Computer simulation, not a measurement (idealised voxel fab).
Title: Process Module voxel plated lines
FYI the section here is cut, 225 nm wide, cells are 5 nm squares.
Format of a cross-section: grid, square cells. Given as bands. Order: top down. Band: one or more rows of cells. A band entry consists of two parts. The first gives the height of the band's top and the height of its bottom, in nm. The rest lists the band's materials from left to right, each with its width in nm. A single material labelled with the word "throughout" fills the band from edge to edge, and the word "empty" marks empty space. Where do heights start? At 0: under that level the wafer as delivered is made of one material only. And the lowest band has no floor; it just carries on downward, as in "0..down". Graded width ("30 to 40"): value in top row of band = first number; value in bottom row = second number; row-to-row change constant. Any step labelled "nothing different" changed none of the cells in the cross-section. Closed-off voids of 8+ cells (no open route to the top) go in "Sealed internal voids", written width x height at distance from the left edge, in nm. On each step's line, the part that comes after the settings is the simulator's own comment on the step. overlay nm: mask offset rightward from planned place, masked step; negative means leftward offset.

Process steps (planned)
1 RECEIVE: material Si
2 CONFORMAL_DEP: material Al2O3, thk nm 15
3 DIRECTIONAL_DEP: material TiN, thk nm 5
4 PATTERN: tone open, mask id LINES, material resist, width nm 30, pitch nm 55, thk nm 30, overlay nm 0
5 EPI: material Ru, thk nm 5
6 EPI: material Ru, thk nm 5
7 STRIP: etch materials resist
8 DIRECTIONAL_ETCH: etch materials TiN, depth nm 5
9 CONFORMAL_DEP: material SiO2, thk nm 10

as received, after step 1
    0..down | Si throughout
    Sealed internal voids: none

Starting structure and process plan are as shown above, but one mistake was made in running the module; the wafer cross-section at the end of the module follows
    30..15 | SiO2 throughout
    15..0 | Al2O3 throughout
    0..down | Si throughout
    Sealed internal voids: none
Error vs. plan: step 3 ran as: DIRECTIONAL_DEP: material SiO2, thk nm 5
